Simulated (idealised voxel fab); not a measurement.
Process module under the name voxel quadruple lines
cross-section cut | 220 nm wide | cells 5 nm
Notation: cross-section as square-cell grid; stated in bands, top first, going down; one or more cell rows per band. It is stipulated that each band's entry specify, in nanometres, the height of the top of the band and then that of its bottom, followed by the materials of the band in left-to-right sequence, each together with its width in nanometres. A single material marked by the word "throughout" is understood to fill the band from edge to edge; the word "air" is understood to denote empty space. Heights from 0 (as-received wafer is one material below). Bottom band endless downward, as "0 down". Width "30->40": first value at the band's top row of cells, second value at its bottom row, equal change from row to row. Given "no change occurred" for a step, no cell of the cross-section differs between before and after that step. Trapped void list: empty space of 8 cells or more with no open way to the top, each as width x height at its distance from the left edge, in nm. Post-settings text on a step line: simulator's own remark regarding the step. You can add "overlay nm" to a step's line. For a step with a mask, it describes how far the mask lay to the right of its planned position, and a negative number describes a lay to the left.
## Planned process steps
1) RECEIVE: material Si
2) CONFORMAL_DEP: material SiO2, thk nm 5
3) DIRECTIONAL_DEP: material Ru, thk nm 10
4) DIRECTIONAL_DEP: material polySi, thk nm 20
5) DIRECTIONAL_DEP: material aC, thk nm 20
6) PATTERN: tone cover, mask id MANDREL, material resist, width nm 20, pitch nm 60, thk nm 30, overlay nm 0
7) DIRECTIONAL_ETCH: etch materials aC, depth nm 20
8) STRIP: etch materials resist
9) CONFORMAL_DEP: material SiO2, thk nm 10
10) DIRECTIONAL_ETCH: etch materials SiO2, depth nm 10
11) STRIP: etch materials aC
12) DIRECTIONAL_ETCH: etch materials polySi, depth nm 20
13) STRIP: etch materials SiO2
14) CONFORMAL_DEP: material SiCN, thk nm 5
15) DIRECTIONAL_ETCH: etch materials SiCN, depth nm 5
16) STRIP: etch materials polySi
17) DIRECTIONAL_ETCH: etch materials Ru, depth nm 10
18) STRIP: etch materials SiCN
19) FILL_DEP: material lowk, thk nm 10
20) CMP: height nm 15
## Delivered wafer in cross-section: state after step 1
* 0 down: Si throughout
* Trapped void list: none
## Starting wafer: above. Plan: above. Run: one mistake. Cross-section after the module: below
* 15 to 5: lowk: 65 | Ru: 5 | lowk: 20 | Ru: 5 | lowk: 30 | Ru: 5 | lowk: 20 | Ru: 5 | lowk: 65
* 5 to 0: SiO2 throughout
* 0 down: Si throughout
* Trapped void list: none
So what did we get wrong on this run? it should be noted that step 6 was executed with settings other than those planned, the operation and settings actually applied being PATTERN: tone open, mask id MANDREL, material resist, width nm 20, pitch nm 60, thk nm 30, overlay nm 0
